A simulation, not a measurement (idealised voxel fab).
A process module follows: voxel lift off.
cross-section cut | 300 nm wide | cells 5 nm
Just so we're on the same page, the cross-sections are grids of square cells, and they're listed out in bands top to bottom, each band one or more rows deep. This entry defines a band. It first specifies the height of the band's top and the height of its bottom in nm, and then specifies the band's materials from left to right, stating each material with its width in nm. The word "throughout" identifies a single material that fills the band from edge to edge, while the word "blank" identifies empty space. Heights are reckoned from 0. Under this level, the received wafer is all of one material. The bottommost band is open-ended downward, for example "0 -> down". When a width is written as two numbers, as in "30->40", the first number is the width in the top row of cells of the band and the second is the width in its bottom row, and the width changes by the same amount from each row to the next. No cell of the cross-section changed in a step that is given as "no alteration". If an empty space has no open way to the top and is at least 8 cells in size, "Closed void catalog" lists it, written width x height at distance, where distance is measured from the left edge and every value is in nm. Text after the settings on a step's line: the simulator's own remark on that step. The "overlay nm" setting may appear on a step's line; for a step that uses a mask, it gives how far to the right of its planned position the mask lay, and a negative value indicates the left.
-- So here's the lineup of process steps we planned
1 RECEIVE: material Si
2 CONFORMAL_DEP: material SiN, thk nm 15
3 PATTERN: tone open, mask id LINES, material resist, width nm 15, pitch nm 30, thk nm 30, overlay nm 0
4 DIRECTIONAL_DEP: material Ru, thk nm 15
5 STRIP: etch materials resist
6 CONFORMAL_DEP: material SiCN, thk nm 5
-- This is the cross-section of the wafer as we received it, i.e. after step 1
> 0 -> down: Si throughout
> Closed void catalog: none
-- Cross-sectional image of the first of two wafers at the end of the module, the run having proceeded as planned
> 35 -> 30: blank: 120 | SiCN: 25 | blank: 5 | SiCN: 25 | blank: 125
> 30 -> 20: blank: 120 | SiCN: 5 | Ru: 15 | SiCN: 5 | blank: 5 | SiCN: 5 | Ru: 15 | SiCN: 5 | blank: 125
> 20 -> 15: SiCN: 125 | Ru: 15 | SiCN: 15 | Ru: 15 | SiCN: 130
> 15 -> 0: SiN throughout
> 0 -> down: Si throughout
> Closed void catalog: none
-- End-of-module cross-section of the second wafer: identical starting point and process plan to the first, with one processing mistake
> 35 -> 30: SiCN: 130 | blank: 5 | SiCN: 25 | blank: 5 | SiCN: 135
> 30 -> 20: Ru: 125 | SiCN: 5 | blank: 5 | SiCN: 5 | Ru: 15 | SiCN: 5 | blank: 5 | SiCN: 5 | Ru: 130
> 20 -> 15: Ru: 125 | SiCN: 15 | Ru: 15 | SiCN: 15 | Ru: 130
> 15 -> 0: SiN throughout
> 0 -> down: Si throughout
> Closed void catalog: none
In executing the process, a mistake was made relative to the plan: in deviation from the planned setting, step 3 was conducted as PATTERN: tone cover, mask id LINES, material resist, width nm 15, pitch nm 30, thk nm 30, overlay nm 0
Cell-count delta at end, second wafer over first, by material: +144 Ru
